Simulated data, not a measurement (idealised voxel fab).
A process module follows: voxel self aligned vias.
We display cut, a cross-section 300 nm in width whose square cells are each 5 nm.
If you're reading a cross-section in this doc, picture square cells in a grid; it comes to you as bands, top ones listed first down to the bottom, and a band can be one or more rows of cells.
Heads up on the band format: heights come first, top then bottom, in nm. After that it's the materials left to right, each with its width in nm. A single material flagged "edge to edge" fills the whole band edge to edge, and "air" means there's empty space there.
We count height from 0. Below that, the starting wafer is all one material. The lowest band never ends at the bottom but goes on down; see "0..down" for how that is written.
Read "30->40" as a graded width: first number on top, second number at the bottom, same change between each pair of neighbouring rows.
Take "changes: none" at face value: in the step it is given for, the cross-section changed in none of its cells.
Empty spaces without an open route to the top, at least 8 cells in extent, make up the entry "Completely enclosed voids"; each is given as width x height at distance, where the distance is measured from the left edge, and all are in nm.
Text after the settings on a step's line: the simulator's own remark on that step.
Steps that use a mask can have "overlay nm" on their line. It says how far the mask sat to the right of where it was meant to be. Negative means to the left.
## Process steps (planned)
step 1: RECEIVE [material Si]
step 2: CONFORMAL_DEP [material SiO2] [thk nm 15]
step 3: CONFORMAL_DEP [material SiCN] [thk nm 5]
step 4: DIRECTIONAL_DEP [material lowk] [thk nm 30]
step 5: MASKED_ETCH [tone open] [mask id LINES] [width nm 20] [pitch nm 60] [etch materials lowk] [depth nm 30] [overlay nm 0]
step 6: CONFORMAL_DEP [material TiN] [thk nm 5]
step 7: FILL_DEP [material Ru] [thk nm 10]
step 8: CMP [height nm 50]
step 9: SELECTIVE_ETCH [etch materials W Ru TiN] [depth nm 5]
step 10: FILL_DEP [material SiN] [thk nm 10]
step 11: CMP [height nm 50]
step 12: DIRECTIONAL_DEP [material lowk] [thk nm 20]
step 13: MASKED_ETCH [tone open] [mask id VIAS] [width nm 30] [pitch nm 60] [etch materials lowk] [depth nm 20] [overlay nm 0]
step 14: MASKED_ETCH [tone open] [mask id VIAS] [width nm 30] [pitch nm 60] [etch materials SiN] [depth nm 5] [overlay nm 0]
step 15: CONFORMAL_DEP [material TiN] [thk nm 5]
step 16: FILL_DEP [material Cu] [thk nm 10]
step 17: CMP [height nm 70]
step 18: CONFORMAL_DEP [material SiN] [thk nm 5]
## The first of the two wafers, which ran as planned
## Cross-section of the wafer at receipt, which is the condition after step 1
* 0..down  Si edge to edge
* Completely enclosed voids: none
## Cross-section: wafer state after step 2
* 15..0  SiO2 edge to edge
* Below 0, the layers are the same as they were.
## Cross-section: wafer state after step 3
* 20..15  SiCN edge to edge
* Below 15, the layers are the same as they were.
## Cross-section: wafer state after step 4
* 50..20  lowk edge to edge
* Below 20, the layers are the same as they were.
## Cross-section: wafer state after step 5
* 50..20  lowk 80 | air 20 | lowk 40 | air 20 | lowk 40 | air 20 | lowk 80
* Below 20, the layers are the same as they were.
## Cross-section: wafer state after step 6
* 55..50  TiN 85 | air 10 | TiN 50 | air 10 | TiN 50 | air 10 | TiN 85
* 50..25  lowk 80 | TiN 5 | air 10 | TiN 5 | lowk 40 | TiN 5 | air 10 | TiN 5 | lowk 40 | TiN 5 | air 10 | TiN 5 | lowk 80
* 25..20  lowk 80 | TiN 20 | lowk 40 | TiN 20 | lowk 40 | TiN 20 | lowk 80
* Below 20, the layers are the same as they were.
## Cross-section: wafer state after step 7
* 65..55  Ru edge to edge
* 55..50  TiN 85 | Ru 10 | TiN 50 | Ru 10 | TiN 50 | Ru 10 | TiN 85
* 50..25  lowk 80 | TiN 5 | Ru 10 | TiN 5 | lowk 40 | TiN 5 | Ru 10 | TiN 5 | lowk 40 | TiN 5 | Ru 10 | TiN 5 | lowk 80
* Below 25, the layers are the same as they were.
## Cross-section: wafer state after step 8
* 50..25  lowk 80 | TiN 5 | Ru 10 | TiN 5 | lowk 40 | TiN 5 | Ru 10 | TiN 5 | lowk 40 | TiN 5 | Ru 10 | TiN 5 | lowk 80
* Below 25, the layers are the same as they were.
## Cross-section: wafer state after step 9
* 50..45  lowk 80 | air 20 | lowk 40 | air 20 | lowk 40 | air 20 | lowk 80
* Below 45, the layers are the same as they were.
## Cross-section: wafer state after step 10
* 60..50  SiN edge to edge
* 50..45  lowk 80 | SiN 20 | lowk 40 | SiN 20 | lowk 40 | SiN 20 | lowk 80
* Below 45, the layers are the same as they were.
## Cross-section: wafer state after step 11
* 50..45  lowk 80 | SiN 20 | lowk 40 | SiN 20 | lowk 40 | SiN 20 | lowk 80
* Below 45, the layers are the same as they were.
## Cross-section: wafer state after step 12
* 70..50  lowk edge to edge
* Below 50, the layers are the same as they were.
## Cross-section: wafer state after step 13
* 70..50  lowk 75 | air 30 | lowk 30 | air 30 | lowk 30 | air 30 | lowk 75
* Below 50, the layers are the same as they were.
## Cross-section: wafer state after step 14
* 70..50  lowk 75 | air 30 | lowk 30 | air 30 | lowk 30 | air 30 | lowk 75
* 50..45  lowk 80 | air 20 | lowk 40 | air 20 | lowk 40 | air 20 | lowk 80
* Below 45, the layers are the same as they were.
## Cross-section: wafer state after step 15
* 75..70  TiN 80 | air 20 | TiN 40 | air 20 | TiN 40 | air 20 | TiN 80
* 70..55  lowk 75 | TiN 5 | air 20 | TiN 5 | lowk 30 | TiN 5 | air 20 | TiN 5 | lowk 30 | TiN 5 | air 20 | TiN 5 | lowk 75
* 55..50  lowk 75 | TiN 10 | air 10 | TiN 10 | lowk 30 | TiN 10 | air 10 | TiN 10 | lowk 30 | TiN 10 | air 10 | TiN 10 | lowk 75
* 50..45  lowk 80 | TiN 20 | lowk 40 | TiN 20 | lowk 40 | TiN 20 | lowk 80
* Below 45, the layers are the same as they were.
## Cross-section: wafer state after step 16
* 85..75  Cu edge to edge
* 75..70  TiN 80 | Cu 20 | TiN 40 | Cu 20 | TiN 40 | Cu 20 | TiN 80
* 70..55  lowk 75 | TiN 5 | Cu 20 | TiN 5 | lowk 30 | TiN 5 | Cu 20 | TiN 5 | lowk 30 | TiN 5 | Cu 20 | TiN 5 | lowk 75
* 55..50  lowk 75 | TiN 10 | Cu 10 | TiN 10 | lowk 30 | TiN 10 | Cu 10 | TiN 10 | lowk 30 | TiN 10 | Cu 10 | TiN 10 | lowk 75
* Below 50, the layers are the same as they were.
## Cross-section: wafer state after step 17
* 70..55  lowk 75 | TiN 5 | Cu 20 | TiN 5 | lowk 30 | TiN 5 | Cu 20 | TiN 5 | lowk 30 | TiN 5 | Cu 20 | TiN 5 | lowk 75
* Below 55, the layers are the same as they were.
## Cross-section: wafer state after step 18
* 75..70  SiN edge to edge
* Below 70, the layers are the same as they were.
## Second wafer. Start and plan as for the first. One mistake made in running. Agrees with the first up to and including step 1
## Cross-section of the second wafer at the time by which step 2 should have been completed according to the plan
* 30..0  SiO2 edge to edge
* Below 0, the layers are the same as they were.
## Cross-section of the second wafer at the time by which step 3 should have been completed according to the plan
* 35..30  SiCN edge to edge
* Below 30, the layers are the same as they were.
## Cross-section of the second wafer at the time by which step 4 should have been completed according to the plan
* 65..35  lowk edge to edge
* Below 35, the layers are the same as they were.
## Cross-section of the second wafer at the time by which step 5 should have been completed according to the plan
* 65..35  lowk 80 | air 20 | lowk 40 | air 20 | lowk 40 | air 20 | lowk 80
* Below 35, the layers are the same as they were.
## Cross-section of the second wafer at the time by which step 6 should have been completed according to the plan
* 70..65  TiN 85 | air 10 | TiN 50 | air 10 | TiN 50 | air 10 | TiN 85
* 65..40  lowk 80 | TiN 5 | air 10 | TiN 5 | lowk 40 | TiN 5 | air 10 | TiN 5 | lowk 40 | TiN 5 | air 10 | TiN 5 | lowk 80
* 40..35  lowk 80 | TiN 20 | lowk 40 | TiN 20 | lowk 40 | TiN 20 | lowk 80
* Below 35, the layers are the same as they were.
## Cross-section of the second wafer at the time by which step 7 should have been completed according to the plan
* 80..70  Ru edge to edge
* 70..65  TiN 85 | Ru 10 | TiN 50 | Ru 10 | TiN 50 | Ru 10 | TiN 85
* 65..40  lowk 80 | TiN 5 | Ru 10 | TiN 5 | lowk 40 | TiN 5 | Ru 10 | TiN 5 | lowk 40 | TiN 5 | Ru 10 | TiN 5 | lowk 80
* Below 40, the layers are the same as they were.
## Cross-section of the second wafer at the time by which step 8 should have been completed according to the plan
* 50..40  lowk 80 | TiN 5 | Ru 10 | TiN 5 | lowk 40 | TiN 5 | Ru 10 | TiN 5 | lowk 40 | TiN 5 | Ru 10 | TiN 5 | lowk 80
* Below 40, the layers are the same as they were.
## Cross-section of the second wafer at the time by which step 9 should have been completed according to the plan
* 50..45  lowk 80 | air 20 | lowk 40 | air 20 | lowk 40 | air 20 | lowk 80
* Below 45, the layers are the same as they were.
## Cross-section of the second wafer at the time by which step 10 should have been completed according to the plan
* 60..50  SiN edge to edge
* 50..45  lowk 80 | SiN 20 | lowk 40 | SiN 20 | lowk 40 | SiN 20 | lowk 80
* Below 45, the layers are the same as they were.
## Cross-section of the second wafer at the time by which step 11 should have been completed according to the plan
* 50..45  lowk 80 | SiN 20 | lowk 40 | SiN 20 | lowk 40 | SiN 20 | lowk 80
* Below 45, the layers are the same as they were.
## Cross-section of the second wafer at the time by which step 12 should have been completed according to the plan
* 70..50  lowk edge to edge
* Below 50, the layers are the same as they were.
## Cross-section of the second wafer at the time by which step 13 should have been completed according to the plan
* 70..50  lowk 75 | air 30 | lowk 30 | air 30 | lowk 30 | air 30 | lowk 75
* Below 50, the layers are the same as they were.
## Cross-section of the second wafer at the time by which step 14 should have been completed according to the plan
* 70..50  lowk 75 | air 30 | lowk 30 | air 30 | lowk 30 | air 30 | lowk 75
* 50..45  lowk 80 | air 20 | lowk 40 | air 20 | lowk 40 | air 20 | lowk 80
* Below 45, the layers are the same as they were.
## Cross-section of the second wafer at the time by which step 15 should have been completed according to the plan
* 75..70  TiN 80 | air 20 | TiN 40 | air 20 | TiN 40 | air 20 | TiN 80
* 70..55  lowk 75 | TiN 5 | air 20 | TiN 5 | lowk 30 | TiN 5 | air 20 | TiN 5 | lowk 30 | TiN 5 | air 20 | TiN 5 | lowk 75
* 55..50  lowk 75 | TiN 10 | air 10 | TiN 10 | lowk 30 | TiN 10 | air 10 | TiN 10 | lowk 30 | TiN 10 | air 10 | TiN 10 | lowk 75
* 50..45  lowk 80 | TiN 20 | lowk 40 | TiN 20 | lowk 40 | TiN 20 | lowk 80
* Below 45, the layers are the same as they were.
## Cross-section of the second wafer at the time by which step 16 should have been completed according to the plan
* 85..75  Cu edge to edge
* 75..70  TiN 80 | Cu 20 | TiN 40 | Cu 20 | TiN 40 | Cu 20 | TiN 80
* 70..55  lowk 75 | TiN 5 | Cu 20 | TiN 5 | lowk 30 | TiN 5 | Cu 20 | TiN 5 | lowk 30 | TiN 5 | Cu 20 | TiN 5 | lowk 75
* 55..50  lowk 75 | TiN 10 | Cu 10 | TiN 10 | lowk 30 | TiN 10 | Cu 10 | TiN 10 | lowk 30 | TiN 10 | Cu 10 | TiN 10 | lowk 75
* Below 50, the layers are the same as they were.
## Cross-section of the second wafer at the time by which step 17 should have been completed according to the plan
* 70..55  lowk 75 | TiN 5 | Cu 20 | TiN 5 | lowk 30 | TiN 5 | Cu 20 | TiN 5 | lowk 30 | TiN 5 | Cu 20 | TiN 5 | lowk 75
* Below 55, the layers are the same as they were.
## Cross-section of the second wafer at the time by which step 18 should have been completed according to the plan
* 75..70  SiN edge to edge
* Below 70, the layers are the same as they were.
Which mistake was made when the wafer was run? twice over, step 2 of the plan was run
End of process, cell counts, second wafer against first, materials with more or fewer: 18 fewer of Ru | 180 more of SiO2 | 18 fewer of TiN | 144 fewer of lowk
